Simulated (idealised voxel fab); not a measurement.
The process module presented herein is designated voxel spacer lines.
The cross-section on display is named cut; it measures 220 nm wide, and its cells are 5 nm squares.
Reading order for cross-sections: top band down to bottom band. Underlying form: a grid of square cells. Band size: one or more rows of cells. Band entry format. Leading values: height of top, height of bottom, nm. Remainder: materials in left-to-right order, each with its width in nm. Special words: "throughout" on a single material, which then fills the band edge to edge; "empty", empty space. We count height from 0. Below that, the starting wafer is all one material. The lowest band never ends at the bottom but goes on down; see "0 -> down" for how that is written. The notation "30..40" denotes a width that varies across the rows of cells in the band, beginning at the first number in the top row, finishing at the second number in the bottom row, and changing by an identical amount from each row to the next. No cell of the cross-section changed in a step that is given as "nothing changed". In "Enclosed internal voids" the enclosed voids are listed, meaning empty spaces of 8 cells or larger without any opening to the top. The form is width x height at distance, distance from the left edge, units nm. Heads up: the bit after the settings on a step's line is the simulator's remark on that step. "overlay nm" on a masked step: distance the mask lay right of its planned place, negative for left.
Process steps foreseen in the plan
1 RECEIVE (material Si)
2 CONFORMAL_DEP (material Al2O3; thk nm 5)
3 DIRECTIONAL_DEP (material SiN; thk nm 15)
4 DIRECTIONAL_DEP (material polySi; thk nm 25)
5 PATTERN (tone cover; mask id MANDREL; material resist; width nm 20; pitch nm 70; thk nm 35; overlay nm 0)
6 DIRECTIONAL_ETCH (etch materials polySi; depth nm 25)
7 STRIP (etch materials resist)
8 CONFORMAL_DEP (material SiO2; thk nm 15)
9 DIRECTIONAL_ETCH (etch materials SiO2; depth nm 15)
10 STRIP (etch materials polySi)
11 DIRECTIONAL_ETCH (etch materials SiN; depth nm 15)
12 STRIP (etch materials SiO2)
13 FILL_DEP (material lowk; thk nm 10)
14 CMP (height nm 20)
Here's what the wafer looked like in cross-section when it arrived - that's after step 1
> 0 -> down | Si throughout
> Enclosed internal voids: none
Sectioned view, first of two wafers, at the close of the module, processed as intended in the plan
> 20 -> 5 | lowk: 50; SiN: 15; lowk: 20; SiN: 15; lowk: 20; SiN: 15; lowk: 20; SiN: 15; lowk: 50
> 5 -> 0 | Al2O3 throughout
> 0 -> down | Si throughout
> Enclosed internal voids: none
End of module, second wafer, cross-section. Started like the first, planned like the first, run with one mistake
> 20 -> 5 | lowk: 60; SiN: 15; lowk: 20; SiN: 15; lowk: 20; SiN: 15; lowk: 20; SiN: 15; lowk: 40
> 5 -> 0 | Al2O3 throughout
> 0 -> down | Si throughout
> Enclosed internal voids: none
Finding, execution versus plan: not per plan at step 5, really ran PATTERN (tone cover; mask id MANDREL; material resist; width nm 20; pitch nm 70; thk nm 35; overlay nm 10)
The two final wafers agree on how many cells each material fills and disagree on which cells those are.
